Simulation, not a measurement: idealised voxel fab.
process module | voxel double patterning
Each square cell in cross-section cut measures 5 nm, and the section as a whole is 265 nm wide.
Reading order for cross-sections: top band down to bottom band. Underlying form: a grid of square cells. Band size: one or more rows of cells. For a band, the entry starts with two heights in nm, that of the top and then that of the bottom, and carries on with the band's materials in order from left to right, each alongside its width in nm; the word "full width" beside a single material means it fills the band edge to edge, and "blank" means empty space. Below 0: as-received wafer, all one material; heights counted from there. Lowest band: no bottom, goes on down, written "0..down". Note: "30..40" means the width goes from the first number (top row of the band) to the second number (bottom row) in equal steps per row of cells. "remains unaltered" after a step means that no cell of the cross-section changed. "Sealed voids" lists enclosed empty spaces (at least 8 cells, no open path upward to the top), each as width x height at distance from the left edge, in nm. Note: text after step settings on the step line = simulator remark on that step. overlay nm: on a step with a mask, how far right of its planned place the mask lay; negative means left.
-- The steps planned for the process are as follows
- 1: RECEIVE (material Si)
- 2: CONFORMAL_DEP (material SiO2; thk nm 10)
- 3: DIRECTIONAL_DEP (material W; thk nm 15)
- 4: DIRECTIONAL_DEP (material SiCN; thk nm 10)
- 5: MASKED_ETCH (tone open; mask id FIRST; width nm 15; pitch nm 50; etch materials SiCN; depth nm 10; overlay nm 0)
- 6: PATTERN (tone open; mask id SECOND; material resist; width nm 15; thk nm 15; overlay nm 0)
- 7: DIRECTIONAL_ETCH (etch materials SiCN; depth nm 10)
- 8: STRIP (etch materials resist)
- 9: DIRECTIONAL_ETCH (etch materials W; depth nm 15)
- 10: STRIP (etch materials SiCN)
-- The first of two wafers, run as planned
-- Cross-section: wafer on arrival = after step 1
  0..down  Si full width
  Sealed voids: none
-- You're looking at a cross-section of the wafer after step 2
  10..0  SiO2 full width
  Below 0, no change.
-- You're looking at a cross-section of the wafer after step 3
  25..10  W full width
  Below 10, no change.
-- You're looking at a cross-section of the wafer after step 4
  35..25  SiCN full width
  Below 25, no change.
-- You're looking at a cross-section of the wafer after step 5
  35..25  SiCN 100; blank 15; SiCN 35; blank 15; SiCN 100
  Below 25, no change.
-- You're looking at a cross-section of the wafer after step 6
  50..35  resist 125; blank 15; resist 125
  35..25  SiCN 100; resist 15; SiCN 35; resist 15; SiCN 100
  Below 25, no change.
-- You're looking at a cross-section of the wafer after step 7
  50..35  resist 125; blank 15; resist 125
  35..25  SiCN 100; resist 15; SiCN 10; blank 15; SiCN 10; resist 15; SiCN 100
  Below 25, no change.
-- You're looking at a cross-section of the wafer after step 8
  35..25  SiCN 100; blank 15; SiCN 10; blank 15; SiCN 10; blank 15; SiCN 100
  Below 25, no change.
-- You're looking at a cross-section of the wafer after step 9
  35..25  SiCN 100; blank 15; SiCN 10; blank 15; SiCN 10; blank 15; SiCN 100
  25..10  W 100; blank 15; W 10; blank 15; W 10; blank 15; W 100
  Below 10, no change.
-- You're looking at a cross-section of the wafer after step 10
  25..10  W 100; blank 15; W 10; blank 15; W 10; blank 15; W 100
  Below 10, no change.
-- Here the second wafer is described. Its start and its plan were those of the first wafer. Its run contained one mistake. Up to and including step 4, it did exactly what the first wafer did
-- Cross-section, second wafer, at the end time the plan gives for step 5
  35..25  blank 100; SiCN 15; blank 35; SiCN 15; blank 100
  Below 25, no change.
-- Cross-section, second wafer, at the end time the plan gives for step 6
  50..35  resist 125; blank 15; resist 125
  35..25  resist 100; SiCN 15; resist 10; blank 15; resist 10; SiCN 15; resist 100
  Below 25, no change.
Cross-section, second wafer, at the end time the plan gives for step 7: remains unaltered
-- Cross-section, second wafer, at the end time the plan gives for step 8
  35..25  blank 100; SiCN 15; blank 35; SiCN 15; blank 100
  Below 25, no change.
-- Cross-section, second wafer, at the end time the plan gives for step 9
  35..25  blank 100; SiCN 15; blank 35; SiCN 15; blank 100
  25..10  blank 100; W 15; blank 35; W 15; blank 100
  Below 10, no change.
-- Cross-section, second wafer, at the end time the plan gives for step 10
  25..10  blank 100; W 15; blank 35; W 15; blank 100
  Below 10, no change.
Short version of what went wrong: contrary to plan, step 5 was performed as MASKED_ETCH (tone cover; mask id FIRST; width nm 15; pitch nm 50; etch materials SiCN; depth nm 10; overlay nm 0)
Bottom line after processing is that, in cells, the second wafer is up or down on some materials versus the first: W -114
